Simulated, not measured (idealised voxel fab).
process module | voxel transistor to metal
cross-section cut | 165 nm wide | cells 5 nm
A cross-section is a grid of square cells, given in bands from the top down. A band is one or more rows of cells.
Each band's line starts with the height of the band's top and of its bottom, in nm. Then come its materials from left to right, each with its width in nm. One material with "throughout" fills the band from edge to edge. "air" is empty space.
Height 0 is the level under which the wafer as received is all one material. The lowest band goes on downwards, as in "0 down".
A width such as "30 to 40" changes by the same amount from each row of cells to the next, from the band's top row to its bottom row.
"no change" after a step means that no cell of the cross-section changed.
closed voids: empty space of 8 cells or more with no open way to the top, each as width x height at its distance from the left edge, in nm
after a step's settings: what the simulator itself notes on the step
overlay nm, on a step with a mask: how far to the right of its planned place the mask lay; to the left if negative
plan
1 op RECEIVE | material Si
2 op CONFORMAL_DEP | material SiO2 | thk nm 5
3 op CONFORMAL_DEP | material SiN | thk nm 15
4 op MASKED_ETCH | tone cover | mask id ACTIVE | width nm 105 | etch materials SiN | depth nm 15 | overlay nm 0
5 op MASKED_ETCH | tone cover | mask id ACTIVE | width nm 105 | etch materials SiO2 | depth nm 5 | overlay nm 0
6 op MASKED_ETCH | tone cover | mask id ACTIVE | width nm 105 | etch materials Si | depth nm 25 | overlay nm 0
7 op FILL_DEP | material SiO2 | thk nm 15
8 op CMP | height nm 20
9 op SELECTIVE_ETCH | etch materials SiO2 | depth nm 10
10 op STRIP | etch materials SiN
11 op SELECTIVE_ETCH | etch materials SiO2 | depth nm 5
12 op OXIDIZE | depth nm 5
13 op DIRECTIONAL_DEP | material polySi | thk nm 20
14 op DIRECTIONAL_DEP | material SiCN | thk nm 15
15 op DIRECTIONAL_DEP | material aC | thk nm 10
16 op PATTERN | tone cover | mask id GATE | material resist | width nm 35 | thk nm 25 | overlay nm 0
17 op DIRECTIONAL_ETCH | etch materials aC | depth nm 10
18 op STRIP | etch materials resist
19 op DIRECTIONAL_ETCH | etch materials SiCN | depth nm 25
20 op DIRECTIONAL_ETCH | etch materials polySi | depth nm 30
21 op STRIP | etch materials aC
22 op CONFORMAL_DEP | material SiO2 | thk nm 5
23 op DIRECTIONAL_ETCH | etch materials SiO2 | depth nm 5
24 op CONFORMAL_DEP | material SiN | thk nm 10
25 op DIRECTIONAL_ETCH | etch materials SiN | depth nm 10
26 op DIRECTIONAL_ETCH | etch materials SiO2 | depth nm 5
27 op DIRECTIONAL_ETCH | etch materials Si | depth nm 5
28 op EPI | material nSi | thk nm 10
29 op FILL_DEP | material SiO2 | thk nm 10
30 op CMP | height nm 20
31 op STRIP | etch materials polySi
32 op SELECTIVE_ETCH | etch materials SiO2 | depth nm 5
33 op CONFORMAL_DEP | material HfO2 | thk nm 5
34 op CONFORMAL_DEP | material TiN | thk nm 5
35 op FILL_DEP | material W | thk nm 10
36 op CMP | height nm 15
37 op DIRECTIONAL_DEP | material SiO2 | thk nm 10
38 op MASKED_ETCH | tone open | mask id CONTACT | width nm 15 | pitch nm 80 | etch materials SiO2 | depth nm 20 | overlay nm 0
39 op CONFORMAL_DEP | material TiN | thk nm 5
40 op FILL_DEP | material W | thk nm 5
41 op CMP | height nm 25
42 op CONFORMAL_DEP | material SiCN | thk nm 5
43 op DIRECTIONAL_DEP | material SiO2 | thk nm 20
44 op DIRECTIONAL_DEP | material aC | thk nm 10
45 op PATTERN | tone open | mask id METAL_1 | material resist | width nm 15 | pitch nm 80 | thk nm 25 | overlay nm 0
46 op DIRECTIONAL_ETCH | etch materials aC | depth nm 10
47 op STRIP | etch materials resist
48 op DIRECTIONAL_ETCH | etch materials SiO2 | depth nm 20
49 op DIRECTIONAL_ETCH | etch materials SiCN | depth nm 5
50 op STRIP | etch materials aC
51 op CONFORMAL_DEP | material TiN | thk nm 5
52 op FILL_DEP | material Cu | thk nm 10
53 op CMP | height nm 50
54 op CONFORMAL_DEP | material SiCN | thk nm 5
55 op DIRECTIONAL_DEP | material lowk | thk nm 25
56 op MASKED_ETCH | tone open | mask id METAL_2 | width nm 15 | pitch nm 80 | etch materials lowk | depth nm 15 | overlay nm 0
57 op MASKED_ETCH | tone open | mask id METAL_2_HOLES | width nm 15 | pitch nm 80 | etch materials lowk | depth nm 10 | overlay nm 0
58 op MASKED_ETCH | tone open | mask id METAL_2_HOLES | width nm 15 | pitch nm 80 | etch materials SiCN | depth nm 5 | overlay nm 0
59 op CONFORMAL_DEP | material TiN | thk nm 5
60 op FILL_DEP | material Ru | thk nm 5
61 op CMP | height nm 80
62 op CONFORMAL_DEP | material SiCN | thk nm 5
varied across the wafers: width nm of step 38. The plan shows the first wafer's value. All wafers start alike
first wafer as received, after step 1
  0 down: Si throughout
  closed voids: none
first wafer at the end, after step 62
  85 to 80: SiCN throughout
  80 to 55: lowk 35 | TiN 5 | Ru 5 | TiN 5 | lowk 65 | TiN 5 | Ru 5 | TiN 5 | lowk 35
  55 to 50: SiCN 35 | TiN 15 | SiCN 65 | TiN 15 | SiCN 35
  50 to 30: SiO2 35 | TiN 5 | Cu 5 | TiN 5 | SiO2 65 | TiN 5 | Cu 5 | TiN 5 | SiO2 35
  30 to 25: SiCN 35 | TiN 15 | SiCN 65 | TiN 15 | SiCN 35
  25 to 15: SiO2 35 | TiN 5 | W 5 | TiN 5 | SiO2 65 | TiN 5 | W 5 | TiN 5 | SiO2 35
  15 to 10: SiO2 35 | TiN 5 | W 5 | TiN 5 | SiN 10 | HfO2 5 | TiN 5 | W 25 | TiN 5 | HfO2 5 | SiN 10 | TiN 5 | W 5 | TiN 5 | SiO2 35
  10 to 5: SiO2 35 | TiN 15 | SiN 10 | HfO2 5 | TiN 5 | W 25 | TiN 5 | HfO2 5 | SiN 10 | TiN 15 | SiO2 35
  5 to 0: SiO2 30 | SiN 10 | nSi 10 | SiN 10 | HfO2 5 | TiN 35 | HfO2 5 | SiN 10 | nSi 10 | SiN 10 | SiO2 30
  0 to -5: SiO2 40 | nSi 10 | SiO2 10 | HfO2 45 | SiO2 10 | nSi 10 | SiO2 40
  -5 to -10: SiO2 30 | Si 10 | nSi 10 | Si 65 | nSi 10 | Si 10 | SiO2 30
  -10 to -25: SiO2 30 | Si 105 | SiO2 30
  -25 down: Si throughout
  closed voids: none
last wafer at the end
  85 to 80: SiCN throughout
  80 to 55: lowk 35 | TiN 5 | Ru 5 | TiN 5 | lowk 65 | TiN 5 | Ru 5 | TiN 5 | lowk 35
  55 to 50: SiCN 35 | TiN 15 | SiCN 65 | TiN 15 | SiCN 35
  50 to 30: SiO2 35 | TiN 5 | Cu 5 | TiN 5 | SiO2 65 | TiN 5 | Cu 5 | TiN 5 | SiO2 35
  30 to 25: SiCN 35 | TiN 15 | SiCN 65 | TiN 15 | SiCN 35
  25 to 15: SiO2 30 | TiN 5 | W 20 to 10 | TiN 5 to 15 | SiO2 50 | TiN 5 to 10 | W 20 to 15 | TiN 5 | SiO2 25
  15 to 10: SiO2 30 | TiN 5 | W 10 | TiN 5 | SiN 10 | HfO2 5 | TiN 5 | W 25 | TiN 5 | HfO2 5 | SiN 10 | TiN 5 | W 15 | TiN 5 | SiO2 25
  10 to 5: SiO2 30 | TiN 20 | SiN 10 | HfO2 5 | TiN 5 | W 25 | TiN 5 | HfO2 5 | SiN 10 | TiN 25 | SiO2 25
  5 to 0: SiO2 30 | SiN 10 | nSi 10 | SiN 10 | HfO2 5 | TiN 35 | HfO2 5 | SiN 10 | nSi 10 | SiN 10 | SiO2 30
  0 to -5: SiO2 40 | nSi 10 | SiO2 10 | HfO2 45 | SiO2 10 | nSi 10 | SiO2 40
  -5 to -10: SiO2 30 | Si 10 | nSi 10 | Si 65 | nSi 10 | Si 10 | SiO2 30
  -10 to -25: SiO2 30 | Si 105 | SiO2 30
  -25 down: Si throughout
  closed voids: none
each wafer at the end: cells of each material gained (+) or lost (-) since it was received, then its closed voids
width nm 15 | +8 Cu | +15 HfO2 | +10 Ru | -85 Si | +87 SiCN | +16 SiN | +270 SiO2 | +77 TiN | +16 W | +135 lowk | +12 nSi | closed voids: none
width nm 20 | +8 Cu | +15 HfO2 | +10 Ru | -85 Si | +87 SiCN | +16 SiN | +264 SiO2 | +79 TiN | +20 W | +135 lowk | +12 nSi | closed voids: none
width nm 25 | +8 Cu | +15 HfO2 | +10 Ru | -85 Si | +87 SiCN | +16 SiN | +258 SiO2 | +81 TiN | +24 W | +135 lowk | +12 nSi | closed voids: none
width nm 30 | +8 Cu | +15 HfO2 | +10 Ru | -85 Si | +87 SiCN | +16 SiN | +252 SiO2 | +83 TiN | +28 W | +135 lowk | +12 nSi | closed voids: none
